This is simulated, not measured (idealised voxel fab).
The process module that follows is named voxel self aligned contacts.
The cross-section on display is named cut; it measures 225 nm wide, and its cells are 5 nm squares.
This document writes a cross-section as a grid whose cells are square, and gives it as bands, listed from the top down; one or more rows of cells form a band.
It is stipulated that each band's entry specify, in nanometres, the height of the top of the band and then that of its bottom, followed by the materials of the band in left-to-right sequence, each together with its width in nanometres. A single material marked by the word "edge to edge" is understood to fill the band from edge to edge; the word "air" is understood to denote empty space.
Convention: height 0 is the level below which the wafer, as received, is all one material. The lowest band does not terminate at the bottom but continues downward, represented as "top 0, no bottom".
Width "30 to 40": first value at the band's top row of cells, second value at its bottom row, equal change from row to row.
"remains unaltered", as given for a step, is the statement that not any cell of the cross-section underwent a change during that step.
Closed empty spaces (no open way to the top) of 8 cells or more are what "Enclosed void list" lists, each as width x height at distance from the left edge, nm for all three.
On each step's line, the part that comes after the settings is the simulator's own comment on the step.
"overlay nm" answers the question of how far to the right of plan the mask lay on a step that has a mask, and when it is negative the answer is to the left.
These are the steps we planned for the process
1. RECEIVE, material Si
2. CONFORMAL_DEP, material SiO2, thk nm 5
3. DIRECTIONAL_DEP, material polySi, thk nm 25
4. DIRECTIONAL_DEP, material SiN, thk nm 15
5. PATTERN, tone cover, mask id GATE, material resist, width nm 35, pitch nm 60, thk nm 15, overlay nm 0
6. DIRECTIONAL_ETCH, etch materials SiN, depth nm 15
7. DIRECTIONAL_ETCH, etch materials polySi, depth nm 25
8. STRIP, etch materials resist
9. CONFORMAL_DEP, material SiN, thk nm 5
10. DIRECTIONAL_ETCH, etch materials SiN, depth nm 5
11. FILL_DEP, material SiO2, thk nm 20
12. CMP, height nm 55
13. MASKED_ETCH, tone open, mask id CONTACT, width nm 35, etch materials SiO2, depth nm 55, overlay nm 0
14. CONFORMAL_DEP, material TiN, thk nm 5
15. FILL_DEP, material Ru, thk nm 5
16. CMP, height nm 45
17. CONFORMAL_DEP, material SiN, thk nm 5
The wafers in this document start out alike and differ in the height nm applied at step 16; the plan shows the value used for the first wafer.
The first of several wafers in cross-section, exactly as it reached us after step 1
  top 0, no bottom  Si edge to edge
  Enclosed void list: none
Last step of the module is step 17; after it, the first of several wafers in cross-section
  top 50, bottom 45  SiN edge to edge
  top 45, bottom 30  SiO2 (60)  SiN (45)  TiN (5)  Ru (5)  TiN (5)  SiN (45)  SiO2 (60)
  top 30, bottom 5  SiO2 (60)  SiN (5)  polySi (35)  SiN (5)  TiN (5)  Ru (5)  TiN (5)  SiN (5)  polySi (35)  SiN (5)  SiO2 (60)
  top 5, bottom 0  SiO2 (105)  TiN (15)  SiO2 (105)
  top 0, no bottom  Si edge to edge
  Enclosed void list: none
Final wafer cross-section at module end
  top 70, bottom 65  SiN edge to edge
  top 65, bottom 60  Ru edge to edge
  top 60, bottom 55  TiN (100)  Ru (25)  TiN (100)
  top 55, bottom 45  SiO2 (95)  TiN (5 to 15)  Ru (25 to 5)  TiN (5 to 15)  SiO2 (95)
  top 45, bottom 30  SiO2 (60)  SiN (45)  TiN (5)  Ru (5)  TiN (5)  SiN (45)  SiO2 (60)
  top 30, bottom 5  SiO2 (60)  SiN (5)  polySi (35)  SiN (5)  TiN (5)  Ru (5)  TiN (5)  SiN (5)  polySi (35)  SiN (5)  SiO2 (60)
  top 5, bottom 0  SiO2 (105)  TiN (15)  SiO2 (105)
  top 0, no bottom  Si edge to edge
  Enclosed void list: none
Below, a row for every wafer. Read it as the end-of-module picture: for each material the wafer shows its cells gained (+) or lost (-) since it was received, and then its closed voids
height nm 45; +8 Ru; +119 SiN; +234 SiO2; +19 TiN; +70 polySi; Enclosed void list: none
height nm 50; +9 Ru; +119 SiN; +272 SiO2; +25 TiN; +70 polySi; Enclosed void list: none
height nm 55; +14 Ru; +119 SiN; +310 SiO2; +27 TiN; +70 polySi; Enclosed void list: none
height nm 60; +19 Ru; +119 SiN; +310 SiO2; +67 TiN; +70 polySi; Enclosed void list: none
height nm 65; +64 Ru; +119 SiN; +310 SiO2; +67 TiN; +70 polySi; Enclosed void list: none
